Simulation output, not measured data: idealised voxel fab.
Proc. module: voxel air gaps
The figure presents cross-section cut, which has a width of 190 nm and is divided into square cells with an edge length of 5 nm.
In this document a cross-section is written as a grid of square cells. It is given as a series of bands, listed from the top down, and a band is one or more rows of cells. Within each band entry, the heights of the top and of the bottom of the band appear first, in that order and in nm; the materials of the band then follow from left to right, each with its corresponding width in nm. The designation "throughout" on a single material indicates that it fills the band from edge to edge; the designation "empty" indicates empty space. Height is counted from the level 0, under which the received wafer is composed throughout of one material. The lowest of the bands is not closed at the bottom but continues downward, in the notation "0..down". Per-row width for "30..40": begins at first number (top row of band), ends at second number (bottom row), increment between rows held constant. No cell of the cross-section changed in a step that is given as "no modification". This entry, "Closed void listing", enumerates those empty regions of no fewer than 8 cells that possess no open connection to the top. Each region is reported in the form width x height at distance, the distance being taken from the left edge, with all three quantities expressed in nm. Where a step's line continues beyond its settings, the continuation is a remark by the simulator itself on that step. When a step includes a mask, the "overlay nm" setting on its line states how far to the right of its planned place that mask lay, and negative values state how far to the left.
These are the steps we planned for the process:
1. RECEIVE [material Si]
2. CONFORMAL_DEP [material SiO2] [thk nm 15]
3. CONFORMAL_DEP [material SiCN] [thk nm 5]
4. DIRECTIONAL_DEP [material SiO2] [thk nm 30]
5. PATTERN [tone open] [mask id LINES] [material resist] [width nm 15] [pitch nm 45] [thk nm 20] [overlay nm 0]
6. DIRECTIONAL_ETCH [etch materials SiO2] [depth nm 30]
7. STRIP [etch materials resist]
8. CONFORMAL_DEP [material TiN] [thk nm 5]
9. FILL_DEP [material W] [thk nm 5]
10. CMP [height nm 50]
11. EPI [material Ru] [thk nm 10]
12. SELECTIVE_ETCH [etch materials SiO2] [depth nm 40]
13. CONFORMAL_DEP [material SiCN] [thk nm 5]
So this is the incoming wafer in cross-section - it's already been through step 1:
> 0..down = Si throughout
> Closed void listing: none
Looking at the first of two wafers in cross-section at end of module - ran to plan:
> 65..60 = empty 25, then SiCN 135, then empty 30
> 60..50 = empty 25, then SiCN 5, then Ru 35, then SiCN 10, then Ru 35, then SiCN 10, then Ru 35, then SiCN 5, then empty 30
> 50..45 = empty 25, then SiCN 15, then TiN 5, then W 5, then TiN 5, then SiCN 30, then TiN 5, then W 5, then TiN 5, then SiCN 30, then TiN 5, then W 5, then TiN 5, then SiCN 15, then empty 30
> 45..25 = empty 35, then SiCN 5, then TiN 5, then W 5, then TiN 5, then SiCN 5, then empty 20, then SiCN 5, then TiN 5, then W 5, then TiN 5, then SiCN 5, then empty 20, then SiCN 5, then TiN 5, then W 5, then TiN 5, then SiCN 5, then empty 40
> 25..20 = SiCN 40, then TiN 15, then SiCN 30, then TiN 15, then SiCN 30, then TiN 15, then SiCN 45
> 20..15 = SiCN throughout
> 15..0 = SiO2 throughout
> 0..down = Si throughout
> Closed void listing: 20 x 20 at 60; 20 x 20 at 105
Same start, same plan as the first wafer - but one mistake in the run. Cross-section of the second of the two at the end of the module:
> 65..60 = empty 25, then SiCN 135, then empty 30
> 60..50 = empty 25, then SiCN 5, then Ru 35, then SiCN 10, then Ru 35, then SiCN 10, then Ru 35, then SiCN 5, then empty 30
> 50..25 = empty 25, then SiCN 5, then Ru 10, then TiN 5, then W 5, then TiN 5, then Ru 10, then SiCN 10, then Ru 10, then TiN 5, then W 5, then TiN 5, then Ru 10, then SiCN 10, then Ru 10, then TiN 5, then W 5, then TiN 5, then Ru 10, then SiCN 5, then empty 30
> 25..20 = SiCN 30, then Ru 10, then TiN 15, then Ru 10, then SiCN 10, then Ru 10, then TiN 15, then Ru 10, then SiCN 10, then Ru 10, then TiN 15, then Ru 10, then SiCN 35
> 20..15 = SiCN throughout
> 15..0 = SiO2 throughout
> 0..down = Si throughout
> Closed void listing: none
The mistake made against the process plan was this: steps 11 and 12 traded places in the executed sequence
Cell-count delta at end, second wafer over first, by material: Ru +72, SiCN -24
closed voids at the end (first wafer, second wafer): 2, 0
